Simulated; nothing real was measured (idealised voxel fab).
process module | voxel released beams
cross-section cut | 220 nm wide | cells 5 nm
A cross-section is a grid of square cells, given in bands from the top down. A band is one or more rows of cells.
Each band's line starts with the height of the band's top and of its bottom, in nm. Then come its materials from left to right, each with its width in nm. One material with "throughout" fills the band from edge to edge. "air" is empty space.
Height 0 is the level under which the wafer as received is all one material. The lowest band goes on downwards, as in "0 down".
A width such as "30 to 40" changes by the same amount from each row of cells to the next, from the band's top row to its bottom row.
"no change" after a step means that no cell of the cross-section changed.
closed voids: empty space of 8 cells or more with no open way to the top, each as width x height at its distance from the left edge, in nm
after a step's settings: what the simulator itself notes on the step
overlay nm, on a step with a mask: how far to the right of its planned place the mask lay; to the left if negative
plan
1 op RECEIVE | material Si
2 op CONFORMAL_DEP | material SiN | thk nm 10
3 op DIRECTIONAL_DEP | material SiO2 | thk nm 15
4 op MASKED_ETCH | tone open | mask id ANCHOR | width nm 45 | etch materials SiO2 | depth nm 15 | overlay nm 0
5 op CONFORMAL_DEP | material TiN | thk nm 15
6 op PATTERN | tone cover | mask id BEAM | material resist | width nm 130 | thk nm 20 | overlay nm 0
7 op DIRECTIONAL_ETCH | etch materials TiN | depth nm 15
8 op STRIP | etch materials resist
9 op STRIP | etch materials SiO2
as received, after step 1
  0 down: Si throughout
  closed voids: none
a wafer at the end: this start, this plan, one mistake
  35 to 20: air 40 | TiN 20 | air 15 | TiN 95 | air 50
  20 to 5: air 45 | TiN 45 | air 130
  5 to 0: SiN throughout
  0 down: Si throughout
  closed voids: none
what went wrong: step 2 ran as: op CONFORMAL_DEP | material SiN | thk nm 5
